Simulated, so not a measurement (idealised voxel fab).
process module | voxel fin reveal
Section cut is 275 nm wide and gridded with 5 nm square cells.
Notation: cross-section as square-cell grid; stated in bands, top first, going down; one or more cell rows per band. Read a band's entry like this: the first values are the height of its top and the height of its bottom in nm, and what follows is the sequence of materials from left to right, each with its width in nm. Note that "empty" is empty space, and that a single material marked "edge to edge" reaches across the band from edge to edge. Height 0 is the level under which the wafer as received is all one material. The lowest band goes on downwards, as in "top 0, no bottom". Top row gets the first number, bottom row gets the second, and each row in between changes by the same step: that is how a band width like "30 to 40" works. When a step is marked "changes: none", none of the cells in the cross-section changed during that step. "Sealed void inventory" lists enclosed empty spaces (at least 8 cells, no open path upward to the top), each as width x height at distance from the left edge, in nm. On each step's line, the part that comes after the settings is the simulator's own comment on the step. Steps that use a mask can have "overlay nm" on their line. It says how far the mask sat to the right of where it was meant to be. Negative means to the left.

**Intended process steps**
1) op RECEIVE | material Si
2) op CONFORMAL_DEP | material SiN | thk nm 5
3) op PATTERN | tone cover | mask id FINS | material resist | width nm 15 | pitch nm 35 | thk nm 20 | overlay nm 0
4) op DIRECTIONAL_ETCH | etch materials SiN | depth nm 5
5) op DIRECTIONAL_ETCH | etch materials Si | depth nm 30
6) op STRIP | etch materials resist
7) op FILL_DEP | material SiO2 | thk nm 5
8) op CMP | height nm 5
9) op SELECTIVE_ETCH | etch materials SiO2 | depth nm 15
10) op STRIP | etch materials SiN

**Delivered wafer in cross-section: state after step 1**
> top 0, no bottom  Si edge to edge
> Sealed void inventory: none

**Result of the module, cross-sectioned: start per above, plan per above, one error in how it was run**
> top 0, bottom -10  empty: 95, then Si: 15, then empty: 20, then Si: 15, then empty: 20, then Si: 15, then empty: 95
> top -10, bottom -15  SiO2: 80, then empty: 15, then Si: 15, then empty: 20, then Si: 15, then empty: 20, then Si: 15, then empty: 15, then SiO2: 80
> top -15, bottom -30  SiO2: 95, then Si: 15, then SiO2: 20, then Si: 15, then SiO2: 20, then Si: 15, then SiO2: 95
> top -30, no bottom  Si edge to edge
> Sealed void inventory: none
Against the plan, the run slipped here: ran 9 and 10 in swapped order versus the plan
